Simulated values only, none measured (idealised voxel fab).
The document below concerns the process module designated voxel self aligned vias.
The cross-section shown here is cut; it is 175 nm wide and divided into square cells measuring 5 nm on a side.
Cross-section format: a grid of square cells, given as bands from top to bottom; each band is one or more rows of cells.
Top height, bottom height, nm. Materials left to right, width each, nm. Single material + "edge to edge" = fills band edge to edge. "blank" = empty.
A quick word on heights: they are counted from 0, and under that level the wafer as it came to us is one material throughout. The lowest band is different from the rest in having no bottom; it simply continues downward, written as in "0 and below".
You'd read "30 to 40" like this: the band's top row of cells is as wide as the first number, its bottom row is as wide as the second, and going down, every row changes width by the same amount as the row before did.
When a step is marked "nothing altered", none of the cells in the cross-section changed during that step.
Look at "closed voids" for the closed voids: empty spaces with no open path to the top, sized 8 cells or up. Each is width x height at distance, distance from the left edge, all nm.
If you see something after the settings on a step's line, that's the simulator's own remark about that step.
overlay nm, on a step with a mask: how far to the right of its planned place the mask lay; to the left if negative

Process steps - plan:
1: op RECEIVE | material Si
2: op CONFORMAL_DEP | material SiO2 | thk nm 10
3: op CONFORMAL_DEP | material SiCN | thk nm 5
4: op DIRECTIONAL_DEP | material lowk | thk nm 25
5: op MASKED_ETCH | tone open | mask id LINES | width nm 30 | pitch nm 75 | etch materials lowk | depth nm 25 | overlay nm 0
6: op CONFORMAL_DEP | material TiN | thk nm 5
7: op FILL_DEP | material Ru | thk nm 10
8: op CMP | height nm 40
9: op SELECTIVE_ETCH | etch materials W Ru TiN | depth nm 10
10: op FILL_DEP | material SiN | thk nm 10
11: op CMP | height nm 40
12: op DIRECTIONAL_DEP | material lowk | thk nm 20
13: op MASKED_ETCH | tone open | mask id VIAS | width nm 50 | etch materials lowk | depth nm 20 | overlay nm 0
14: op MASKED_ETCH | tone open | mask id VIAS | width nm 50 | etch materials SiN | depth nm 10 | overlay nm 0
15: op CONFORMAL_DEP | material TiN | thk nm 5
16: op FILL_DEP | material Cu | thk nm 5
17: op CMP | height nm 60
18: op CONFORMAL_DEP | material SiN | thk nm 5

Cross-section: wafer on arrival = after step 1:
	0 and below = Si edge to edge
	closed voids: none

first wafer at the end, as planned:
	65 down to 60 = SiN edge to edge
	60 down to 45 = 25 nm lowk, 5 nm TiN, 40 nm Cu, 5 nm TiN, 100 nm lowk
	45 down to 40 = 25 nm lowk, 15 nm TiN, 20 nm Cu, 15 nm TiN, 100 nm lowk
	40 down to 35 = 35 nm lowk, 5 nm TiN, 20 nm Cu, 5 nm TiN, 45 nm lowk, 30 nm SiN, 35 nm lowk
	35 down to 30 = 35 nm lowk, 30 nm TiN, 45 nm lowk, 30 nm SiN, 35 nm lowk
	30 down to 20 = 35 nm lowk, 5 nm TiN, 20 nm Ru, 5 nm TiN, 45 nm lowk, 5 nm TiN, 20 nm Ru, 5 nm TiN, 35 nm lowk
	20 down to 15 = 35 nm lowk, 30 nm TiN, 45 nm lowk, 30 nm TiN, 35 nm lowk
	15 down to 10 = SiCN edge to edge
	10 down to 0 = SiO2 edge to edge
	0 and below = Si edge to edge
	closed voids: none

This cross-section belongs to the second wafer of two at the end of the module; the start and the plan were shared with the first, and the run included one mistake:
	65 down to 60 = SiN edge to edge
	60 down to 55 = 30 nm TiN, 40 nm Cu, 105 nm TiN
	55 down to 40 = 25 nm lowk, 5 nm TiN, 40 nm Cu, 5 nm TiN, 100 nm lowk
	40 down to 35 = 25 nm lowk, 15 nm TiN, 20 nm Cu, 15 nm TiN, 35 nm lowk, 30 nm SiN, 35 nm lowk
	35 down to 30 = 35 nm lowk, 30 nm TiN, 45 nm lowk, 30 nm SiN, 35 nm lowk
	30 down to 20 = 35 nm lowk, 5 nm TiN, 20 nm Ru, 5 nm TiN, 45 nm lowk, 5 nm TiN, 20 nm Ru, 5 nm TiN, 35 nm lowk
	20 down to 15 = 35 nm lowk, 30 nm TiN, 45 nm lowk, 30 nm TiN, 35 nm lowk
	15 down to 10 = SiCN edge to edge
	10 down to 0 = SiO2 edge to edge
	0 and below = Si edge to edge
	closed voids: none
In executing the process, a mistake was made relative to the plan: for step 12, the planned setting was not used; the step was instead run as op DIRECTIONAL_DEP | material lowk | thk nm 15
Count the cells at the end and the second wafer has more or fewer of some materials than the first: 4 more of Cu; 25 more of TiN; 29 fewer of lowk
